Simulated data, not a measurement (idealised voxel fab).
process module | voxel wiring stack
cross-section cut | 160 nm wide | cells 5 nm
A cross-section is a grid of square cells, given in bands from the top down. A band is one or more rows of cells.
Each band's line starts with the height of the band's top and of its bottom, in nm. Then come its materials from left to right, each with its width in nm. One material with "throughout" fills the band from edge to edge. "air" is empty space.
Height 0 is the level under which the wafer as received is all one material. The lowest band goes on downwards, as in "0 down".
A width such as "30 to 40" changes by the same amount from each row of cells to the next, from the band's top row to its bottom row.
"no change" after a step means that no cell of the cross-section changed.
closed voids: empty space of 8 cells or more with no open way to the top, each as width x height at its distance from the left edge, in nm
after a step's settings: what the simulator itself notes on the step
overlay nm, on a step with a mask: how far to the right of its planned place the mask lay; to the left if negative
plan
1 op RECEIVE | material Si
2 op CONFORMAL_DEP | material SiO2 | thk nm 15
3 op CONFORMAL_DEP | material SiN | thk nm 5
4 op DIRECTIONAL_DEP | material SiO2 | thk nm 25
5 op PATTERN | tone open | mask id METAL_1 | material resist | width nm 25 | pitch nm 45 | thk nm 15 | overlay nm 0
6 op DIRECTIONAL_ETCH | etch materials SiO2 | depth nm 25
7 op DIRECTIONAL_ETCH | etch materials SiN | depth nm 5
8 op STRIP | etch materials resist
9 op CONFORMAL_DEP | material TiN | thk nm 5
10 op FILL_DEP | material W | thk nm 5
11 op CMP | height nm 45
12 op CONFORMAL_DEP | material SiCN | thk nm 5
13 op DIRECTIONAL_DEP | material SiO2 | thk nm 30
14 op DIRECTIONAL_DEP | material aC | thk nm 10
15 op PATTERN | tone open | mask id METAL_2_HOLES | material resist | width nm 15 | pitch nm 90 | thk nm 30 | overlay nm 0
16 op DIRECTIONAL_ETCH | etch materials aC | depth nm 10
17 op STRIP | etch materials resist
18 op DIRECTIONAL_ETCH | etch materials SiO2 | depth nm 30
19 op STRIP | etch materials aC
20 op DIRECTIONAL_DEP | material aC | thk nm 15
21 op PATTERN | tone open | mask id METAL_2 | material resist | width nm 15 | pitch nm 45 | thk nm 35 | overlay nm 0
22 op DIRECTIONAL_ETCH | etch materials aC | depth nm 15
23 op STRIP | etch materials resist
24 op DIRECTIONAL_ETCH | etch materials SiO2 | depth nm 15
25 op DIRECTIONAL_ETCH | etch materials SiCN | depth nm 5
26 op STRIP | etch materials aC
27 op CONFORMAL_DEP | material TiN | thk nm 5
28 op FILL_DEP | material Cu | thk nm 10
29 op CMP | height nm 80
30 op CONFORMAL_DEP | material SiCN | thk nm 5
varied across the wafers: width nm of step 21. The plan shows the first wafer's value. All wafers start alike
first wafer as received, after step 1
  0 down: Si throughout
  closed voids: none
first wafer at the end, after step 30
  85 to 80: SiCN throughout
  80 to 70: SiO2 20 | TiN 5 | Cu 10 | TiN 5 | SiO2 30 | TiN 5 | Cu 5 | TiN 5 | SiO2 25 | TiN 5 | Cu 10 | TiN 5 | SiO2 30
  70 to 65: SiO2 20 | TiN 5 | Cu 5 | TiN 10 | SiO2 30 | TiN 15 | SiO2 25 | TiN 5 | Cu 5 | TiN 10 | SiO2 30
  65 to 55: SiO2 20 | TiN 5 | Cu 5 | TiN 5 | SiO2 75 | TiN 5 | Cu 5 | TiN 5 | SiO2 35
  55 to 50: SiO2 20 | TiN 15 | SiO2 75 | TiN 15 | SiO2 35
  50 to 45: SiCN 25 | TiN 10 | SiCN 80 | TiN 10 | SiCN 35
  45 to 20: SiO2 20 | TiN 5 | W 15 | TiN 5 | SiO2 20 | TiN 5 | W 15 | TiN 5 | SiO2 20 | TiN 5 | W 15 | TiN 5 | SiO2 25
  20 to 15: SiN 20 | TiN 25 | SiN 20 | TiN 25 | SiN 20 | TiN 25 | SiN 25
  15 to 0: SiO2 throughout
  0 down: Si throughout
  closed voids: none
last wafer at the end
  85 to 80: SiCN throughout
  80 to 70: SiO2 20 | TiN 5 | Cu 20 | TiN 5 | SiO2 15 | TiN 5 | Cu 20 | TiN 5 | SiO2 15 | TiN 5 | Cu 20 | TiN 5 | SiO2 20
  70 to 65: SiO2 20 | TiN 5 | Cu 5 | TiN 20 | SiO2 15 | TiN 30 | SiO2 15 | TiN 5 | Cu 5 | TiN 20 | SiO2 20
  65 to 50: SiO2 20 | TiN 5 | Cu 5 | TiN 5 | SiO2 75 | TiN 5 | Cu 5 | TiN 5 | SiO2 35
  50 to 45: SiCN 20 | TiN 15 | SiCN 75 | TiN 15 | SiCN 35
  45 to 20: SiO2 20 | TiN 5 | W 15 | TiN 5 | SiO2 20 | TiN 5 | W 15 | TiN 5 | SiO2 20 | TiN 5 | W 15 | TiN 5 | SiO2 25
  20 to 15: SiN 20 | TiN 25 | SiN 20 | TiN 25 | SiN 20 | TiN 25 | SiN 25
  15 to 0: SiO2 throughout
  0 down: Si throughout
  closed voids: none
each wafer at the end: cells of each material gained (+) or lost (-) since it was received, then its closed voids
width nm 15 | +16 Cu | +60 SiCN | +17 SiN | +322 SiO2 | +84 TiN | +45 W | closed voids: none
width nm 20 | +22 Cu | +60 SiCN | +17 SiN | +313 SiO2 | +87 TiN | +45 W | closed voids: none
width nm 25 | +26 Cu | +58 SiCN | +17 SiN | +310 SiO2 | +88 TiN | +45 W | closed voids: none
width nm 30 | +32 Cu | +58 SiCN | +17 SiN | +301 SiO2 | +91 TiN | +45 W | closed voids: none
